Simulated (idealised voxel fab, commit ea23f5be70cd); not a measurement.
process module | voxel transistor to metal
cross-section cut | 175 nm wide | cells 5 nm
A cross-section is a grid of square cells, given in bands from the top down. A band is one or more rows of cells.
Each band's line starts with the height of the band's top and of its bottom, in nm. Then come its materials from left to right, each with its width in nm. One material with "throughout" fills the band from edge to edge. "air" is empty space.
Height 0 is the level under which the wafer as received is all one material. The lowest band goes on downwards, as in "0 down".
A width such as "30 to 40" changes by the same amount from each row of cells to the next, from the band's top row to its bottom row.
"no change" after a step means that no cell of the cross-section changed.
closed voids: empty space of 8 cells or more with no open way to the top, each as width x height at its distance from the left edge, in nm
after a step's settings: what the simulator itself notes on the step
overlay nm, on a step with a mask: how far to the right of its planned place the mask lay; to the left if negative
plan
1 op RECEIVE | material Si
2 op OXIDIZE | depth nm 5
3 op CONFORMAL_DEP | material SiN | thk nm 15
4 op MASKED_ETCH | tone cover | mask id ACTIVE | width nm 105 | etch materials SiN | depth nm 15 | overlay nm 0
5 op MASKED_ETCH | tone cover | mask id ACTIVE | width nm 105 | etch materials SiO2 | depth nm 5 | overlay nm 0
6 op MASKED_ETCH | tone cover | mask id ACTIVE | width nm 105 | etch materials Si | depth nm 25 | overlay nm 0
7 op OXIDIZE | depth nm 5
8 op FILL_DEP | material SiO2 | thk nm 5
9 op CMP | height nm 15
10 op SELECTIVE_ETCH | etch materials SiO2 | depth nm 15
11 op STRIP | etch materials SiN
12 op SELECTIVE_ETCH | etch materials SiO2 | depth nm 5
13 op OXIDIZE | depth nm 5
14 op DIRECTIONAL_DEP | material polySi | thk nm 20
15 op DIRECTIONAL_DEP | material SiCN | thk nm 10
16 op DIRECTIONAL_DEP | material aC | thk nm 15
17 op PATTERN | tone cover | mask id GATE | material resist | width nm 35 | thk nm 35 | overlay nm 0
18 op DIRECTIONAL_ETCH | etch materials aC | depth nm 15
19 op STRIP | etch materials resist
20 op DIRECTIONAL_ETCH | etch materials SiCN | depth nm 20
21 op DIRECTIONAL_ETCH | etch materials polySi | depth nm 30
22 op STRIP | etch materials aC
23 op CONFORMAL_DEP | material SiN | thk nm 5
24 op DIRECTIONAL_ETCH | etch materials SiN | depth nm 5
25 op DIRECTIONAL_ETCH | etch materials SiO2 | depth nm 5
26 op DIRECTIONAL_ETCH | etch materials Si | depth nm 10
27 op EPI | material SiGe | thk nm 15
28 op FILL_DEP | material SiO2 | thk nm 5
29 op CMP | height nm 15
30 op STRIP | etch materials polySi
31 op SELECTIVE_ETCH | etch materials SiO2 | depth nm 5
32 op CONFORMAL_DEP | material HfO2 | thk nm 5
33 op CONFORMAL_DEP | material TiN | thk nm 5
34 op FILL_DEP | material W | thk nm 5
35 op CMP | height nm 10
36 op DIRECTIONAL_DEP | material SiO2 | thk nm 15
37 op MASKED_ETCH | tone open | mask id CONTACT | width nm 15 | pitch nm 80 | etch materials SiO2 | depth nm 30 | overlay nm 0
38 op CONFORMAL_DEP | material TiN | thk nm 5
39 op FILL_DEP | material W | thk nm 5
40 op CMP | height nm 25
41 op DIRECTIONAL_DEP | material TiN | thk nm 5
42 op DIRECTIONAL_DEP | material W | thk nm 15
43 op MASKED_ETCH | tone cover | mask id METAL_1 | width nm 15 | pitch nm 80 | etch materials W | depth nm 15 | overlay nm 0
44 op MASKED_ETCH | tone cover | mask id METAL_1 | width nm 15 | pitch nm 80 | etch materials TiN | depth nm 5 | overlay nm 0
45 op CONFORMAL_DEP | material SiCN | thk nm 5
46 op FILL_DEP | material lowk | thk nm 5
47 op CMP | height nm 45
48 op CONFORMAL_DEP | material SiCN | thk nm 5
49 op DIRECTIONAL_DEP | material SiO2 | thk nm 30
50 op PATTERN | tone open | mask id METAL_2 | material resist | width nm 15 | pitch nm 80 | thk nm 15 | overlay nm 0
51 op DIRECTIONAL_ETCH | etch materials SiO2 | depth nm 15
52 op STRIP | etch materials resist
53 op DIRECTIONAL_DEP | material aC | thk nm 10
54 op PATTERN | tone open | mask id METAL_2_HOLES | material resist | width nm 15 | pitch nm 80 | thk nm 30 | overlay nm 0
55 op DIRECTIONAL_ETCH | etch materials aC | depth nm 10
56 op STRIP | etch materials resist
57 op DIRECTIONAL_ETCH | etch materials SiO2 | depth nm 15
58 op DIRECTIONAL_ETCH | etch materials SiCN | depth nm 5
59 op STRIP | etch materials aC
60 op CONFORMAL_DEP | material TiN | thk nm 5
61 op FILL_DEP | material Cu | thk nm 10
62 op CMP | height nm 80
63 op CONFORMAL_DEP | material SiCN | thk nm 5
as received, after step 1
  0 down: Si throughout
  closed voids: none
first wafer at the end, as planned
  85 to 80: SiCN throughout
  80 to 50: SiO2 40 | TiN 5 | Cu 5 | TiN 5 | SiO2 65 | TiN 5 | Cu 5 | TiN 5 | SiO2 40
  50 to 45: SiCN 40 | TiN 15 | SiCN 65 | TiN 15 | SiCN 40
  45 to 30: lowk 35 | SiCN 5 | W 15 | SiCN 5 | lowk 55 | SiCN 5 | W 15 | SiCN 5 | lowk 35
  30 to 25: SiCN 40 | TiN 15 | SiCN 65 | TiN 15 | SiCN 40
  25 to 10: SiO2 40 | TiN 5 | W 5 | TiN 5 | SiO2 65 | TiN 5 | W 5 | TiN 5 | SiO2 40
  10 to 5: SiO2 40 | TiN 15 | SiO2 10 | SiN 5 | HfO2 5 | TiN 5 | W 15 | TiN 5 | HfO2 5 | SiN 5 | SiO2 10 | TiN 15 | SiO2 40
  5 to 0: SiO2 40 | TiN 10 | SiGe 15 | SiN 5 | HfO2 5 | TiN 5 | W 15 | TiN 5 | HfO2 5 | SiN 5 | SiGe 15 | TiN 10 | SiO2 40
  0 to -5: SiO2 40 | TiN 10 | SiGe 15 | SiN 5 | HfO2 5 | TiN 25 | HfO2 5 | SiN 5 | SiGe 15 | TiN 10 | SiO2 40
  -5 to -10: SiO2 35 | SiGe 30 | HfO2 45 | SiGe 30 | SiO2 35
  -10 to -20: SiO2 40 | SiGe 25 | Si 45 | SiGe 25 | SiO2 40
  -20 to -35: SiO2 40 | Si 95 | SiO2 40
  -35 down: Si throughout
  closed voids: none
second wafer at the end: like start, like plan, one mistake
  85 to 80: SiCN throughout
  80 to 50: SiO2 throughout
  50 to 45: SiCN throughout
  45 to 30: lowk 35 | SiCN 5 | W 15 | SiCN 5 | lowk 55 | SiCN 5 | W 15 | SiCN 5 | lowk 35
  30 to 25: SiCN 40 | TiN 15 | SiCN 65 | TiN 15 | SiCN 40
  25 to 10: SiO2 40 | TiN 5 | W 5 | TiN 5 | SiO2 65 | TiN 5 | W 5 | TiN 5 | SiO2 40
  10 to 5: SiO2 40 | TiN 15 | SiO2 10 | SiN 5 | HfO2 5 | TiN 5 | W 15 | TiN 5 | HfO2 5 | SiN 5 | SiO2 10 | TiN 15 | SiO2 40
  5 to 0: SiO2 40 | TiN 10 | SiGe 15 | SiN 5 | HfO2 5 | TiN 5 | W 15 | TiN 5 | HfO2 5 | SiN 5 | SiGe 15 | TiN 10 | SiO2 40
  0 to -5: SiO2 40 | TiN 10 | SiGe 15 | SiN 5 | HfO2 5 | TiN 25 | HfO2 5 | SiN 5 | SiGe 15 | TiN 10 | SiO2 40
  -5 to -10: SiO2 35 | SiGe 30 | HfO2 45 | SiGe 30 | SiO2 35
  -10 to -20: SiO2 40 | SiGe 25 | Si 45 | SiGe 25 | SiO2 40
  -20 to -35: SiO2 40 | Si 95 | SiO2 40
  -35 down: Si throughout
  closed voids: none
what went wrong: step 49 was run twice
at the end the second wafer has, in cells: 12 fewer of Cu | 6 more of SiCN | 36 more of SiO2 | 30 fewer of TiN
